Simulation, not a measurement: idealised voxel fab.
Name of the process module below: voxel spacer lines
270 nm wide, 5 nm square cells: that's cross-section cut.
Square cells in a grid make up a cross-section in this document, and the grid is given as bands, listed from the top down, each one or more rows of cells. A band entry consists of two parts. The first gives the height of the band's top and the height of its bottom, in nm. The rest lists the band's materials from left to right, each with its width in nm. A single material labelled with the word "all across" fills the band from edge to edge, and the word "blank" marks empty space. For the purposes of this specification, 0 denotes the height below which the wafer in its as-received condition is composed wholly of one material, and the lowermost band, lacking a lower limit, extends downward without end, as expressed in "from 0 down". You'd read "30->40" like this: the band's top row of cells is as wide as the first number, its bottom row is as wide as the second, and going down, every row changes width by the same amount as the row before did. Take "remained the same" at face value: in the step it is given for, the cross-section changed in none of its cells. In "Enclosed void entries" the enclosed voids are listed, meaning empty spaces of 8 cells or larger without any opening to the top. The form is width x height at distance, distance from the left edge, units nm. Read whatever lies past the settings on a step's line as the simulator's own remark about the step. "overlay nm" denotes, for a step that has a mask, the displacement of the mask to the right of its planned place, with negative values corresponding to the left.

**These are the steps we planned for the process**
| 1 | RECEIVE (material Si) |
| 2 | CONFORMAL_DEP (material SiO2; thk nm 10) |
| 3 | DIRECTIONAL_DEP (material W; thk nm 20) |
| 4 | DIRECTIONAL_DEP (material polySi; thk nm 25) |
| 5 | PATTERN (tone cover; mask id MANDREL; material resist; width nm 15; pitch nm 60; thk nm 35; overlay nm 0) |
| 6 | DIRECTIONAL_ETCH (etch materials polySi; depth nm 25) |
| 7 | STRIP (etch materials resist) |
| 8 | CONFORMAL_DEP (material SiN; thk nm 15) |
| 9 | DIRECTIONAL_ETCH (etch materials SiN; depth nm 15) |
| 10 | STRIP (etch materials polySi) |
| 11 | DIRECTIONAL_ETCH (etch materials W; depth nm 20) |
| 12 | STRIP (etch materials SiN) |
| 13 | FILL_DEP (material lowk; thk nm 5) |
| 14 | CMP (height nm 30) |

**What follows covers the first of two wafers; it ran as planned**

**Here's what the wafer looked like in cross-section when it arrived - that's after step 1**
from 0 down  Si all across
Enclosed void entries: none

**After step 2: wafer cross-section**
from 10 to 0  SiO2 all across
Anything lower than 0 is untouched.

**After step 3: wafer cross-section**
from 30 to 10  W all across
Anything lower than 10 is untouched.

**After step 4: wafer cross-section**
from 55 to 30  polySi all across
Anything lower than 30 is untouched.

**After step 5: wafer cross-section**
from 90 to 55  65 nm blank | 15 nm resist | 45 nm blank | 15 nm resist | 45 nm blank | 15 nm resist | 70 nm blank
Anything lower than 55 is untouched.

**After step 6: wafer cross-section**
from 90 to 55  65 nm blank | 15 nm resist | 45 nm blank | 15 nm resist | 45 nm blank | 15 nm resist | 70 nm blank
from 55 to 30  65 nm blank | 15 nm polySi | 45 nm blank | 15 nm polySi | 45 nm blank | 15 nm polySi | 70 nm blank
Anything lower than 30 is untouched.

**After step 7: wafer cross-section**
from 55 to 30  65 nm blank | 15 nm polySi | 45 nm blank | 15 nm polySi | 45 nm blank | 15 nm polySi | 70 nm blank
Anything lower than 30 is untouched.

**After step 8: wafer cross-section**
from 70 to 55  50 nm blank | 45 nm SiN | 15 nm blank | 45 nm SiN | 15 nm blank | 45 nm SiN | 55 nm blank
from 55 to 45  50 nm blank | 15 nm SiN | 15 nm polySi | 15 nm SiN | 15 nm blank | 15 nm SiN | 15 nm polySi | 15 nm SiN | 15 nm blank | 15 nm SiN | 15 nm polySi | 15 nm SiN | 55 nm blank
from 45 to 30  65 nm SiN | 15 nm polySi | 45 nm SiN | 15 nm polySi | 45 nm SiN | 15 nm polySi | 70 nm SiN
Anything lower than 30 is untouched.

**After step 9: wafer cross-section**
from 55 to 30  50 nm blank | 15 nm SiN | 15 nm polySi | 15 nm SiN | 15 nm blank | 15 nm SiN | 15 nm polySi | 15 nm SiN | 15 nm blank | 15 nm SiN | 15 nm polySi | 15 nm SiN | 55 nm blank
Anything lower than 30 is untouched.

**After step 10: wafer cross-section**
from 55 to 30  50 nm blank | 15 nm SiN | 15 nm blank | 15 nm SiN | 15 nm blank | 15 nm SiN | 15 nm blank | 15 nm SiN | 15 nm blank | 15 nm SiN | 15 nm blank | 15 nm SiN | 55 nm blank
Anything lower than 30 is untouched.

**After step 11: wafer cross-section**
from 55 to 30  50 nm blank | 15 nm SiN | 15 nm blank | 15 nm SiN | 15 nm blank | 15 nm SiN | 15 nm blank | 15 nm SiN | 15 nm blank | 15 nm SiN | 15 nm blank | 15 nm SiN | 55 nm blank
from 30 to 10  50 nm blank | 15 nm W | 15 nm blank | 15 nm W | 15 nm blank | 15 nm W | 15 nm blank | 15 nm W | 15 nm blank | 15 nm W | 15 nm blank | 15 nm W | 55 nm blank
Anything lower than 10 is untouched.

**After step 12: wafer cross-section**
from 30 to 10  50 nm blank | 15 nm W | 15 nm blank | 15 nm W | 15 nm blank | 15 nm W | 15 nm blank | 15 nm W | 15 nm blank | 15 nm W | 15 nm blank | 15 nm W | 55 nm blank
Anything lower than 10 is untouched.

**After step 13: wafer cross-section**
from 35 to 30  lowk all across
from 30 to 10  50 nm lowk | 15 nm W | 15 nm lowk | 15 nm W | 15 nm lowk | 15 nm W | 15 nm lowk | 15 nm W | 15 nm lowk | 15 nm W | 15 nm lowk | 15 nm W | 55 nm lowk
Anything lower than 10 is untouched.

**After step 14: wafer cross-section**
from 30 to 10  50 nm lowk | 15 nm W | 15 nm lowk | 15 nm W | 15 nm lowk | 15 nm W | 15 nm lowk | 15 nm W | 15 nm lowk | 15 nm W | 15 nm lowk | 15 nm W | 55 nm lowk
Anything lower than 10 is untouched.

**Regarding the second of the two wafers: it shared the first wafer's starting condition and process plan, yet one error occurred during its execution. Its history coincides with that of the first wafer up to and including step 13**

**Cross-section: second wafer, time at which step 14 was scheduled to end**
from 20 to 10  50 nm lowk | 15 nm W | 15 nm lowk | 15 nm W | 15 nm lowk | 15 nm W | 15 nm lowk | 15 nm W | 15 nm lowk | 15 nm W | 15 nm lowk | 15 nm W | 55 nm lowk
Anything lower than 10 is untouched.
Error vs. plan: it should be noted that step 14 was executed with settings other than those planned, the operation and settings actually applied being CMP (height nm 20)
It is noted that, at the conclusion of processing, the second wafer exhibits a higher or lower cell count for certain materials relative to the first: W: 36 fewer; lowk: 72 fewer
